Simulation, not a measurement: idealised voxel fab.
The name of this process module is voxel ribs on slabs.
The cross-section on display is named cut; it measures 145 nm wide, and its cells are 5 nm squares.
We lay out every cross-section as a grid of square cells and spell it out in bands from the top down, where one band means one or more rows of cells. Band: top height; bottom height; in nm. Then, left to right: material with width in nm, for each material. "edge to edge": a single material spanning edge to edge. "air": empty space. All heights in this document are referenced to 0, defined as the level beneath which the wafer, as received, consists entirely of one material. The lowest band is not bounded below; it extends indefinitely downward and is written in the form "0 and below". The two numbers in a width such as "30..40" mark its ends across the band: the first belongs to the top row of cells, the second to the bottom row, and from each row to the next the width moves by the same amount. Where a step carries "left unchanged", the cross-section came out of it unchanged, cell for cell. You'll see "Non-vented voids" listing empty spaces that have no way open to the top, as long as they're 8 cells or more; the notation is width x height at distance, where the distance is from the left edge, and all of it is in nm. On a step's line, text after the settings is the simulator commenting on that step. "overlay nm", when on a step's line for a step with a mask, measures how far to the right of its planned place the mask lay; a negative measure means to the left.

PLANNED PROCESS STEPS
1. RECEIVE,material Si
2. DIRECTIONAL_DEP,material SiO2,thk nm 30
3. DIRECTIONAL_DEP,material polySi,thk nm 20
4. DIRECTIONAL_DEP,material aC,thk nm 15
5. PATTERN,tone cover,mask id RIB,material resist,width nm 20,thk nm 35,overlay nm 0
6. DIRECTIONAL_ETCH,etch materials aC,depth nm 15
7. STRIP,etch materials resist
8. DIRECTIONAL_ETCH,etch materials polySi,depth nm 15
9. STRIP,etch materials aC
10. PATTERN,tone cover,mask id SLAB,material resist,width nm 90,thk nm 15,overlay nm 0
11. DIRECTIONAL_ETCH,etch materials polySi,depth nm 5
12. STRIP,etch materials resist
13. FILL_DEP,material SiO2,thk nm 25
14. CMP,height nm 70
15. DIRECTIONAL_DEP,material TiN,thk nm 5
16. PATTERN,tone cover,mask id HEATER,material resist,width nm 40,thk nm 15,overlay nm 0
17. DIRECTIONAL_ETCH,etch materials TiN,depth nm 5
18. STRIP,etch materials resist
19. CONFORMAL_DEP,material SiO2,thk nm 10
Quick note for whoever runs this: the wafers start identical, but the width nm at step 5 isn't the same across them. The plan just shows what the first wafer had.

THE AS-RECEIVED CROSS-SECTION OF THE FIRST OF SEVERAL WAFERS CORRESPONDS TO THE STATE AFTER STEP 1
* 0 and below  Si edge to edge
* Non-vented voids: none

QUICK KEY FOR THE TABLE: A ROW PER WAFER, TAKEN AT THE END OF THE MODULE. FOR EACH MATERIAL IT TELLS YOU HOW MANY CELLS THE WAFER GAINED (+) OR LOST (-) SINCE IT CAME IN, AND THE CLOSED VOIDS COME AFTER
width nm 20 | +438 SiO2 | +8 TiN | +30 polySi | Non-vented voids: none
width nm 25 | +435 SiO2 | +8 TiN | +33 polySi | Non-vented voids: none
width nm 30 | +432 SiO2 | +8 TiN | +36 polySi | Non-vented voids: none
width nm 35 | +429 SiO2 | +8 TiN | +39 polySi | Non-vented voids: none
width nm 40 | +426 SiO2 | +8 TiN | +42 polySi | Non-vented voids: none
width nm 45 | +423 SiO2 | +8 TiN | +45 polySi | Non-vented voids: none
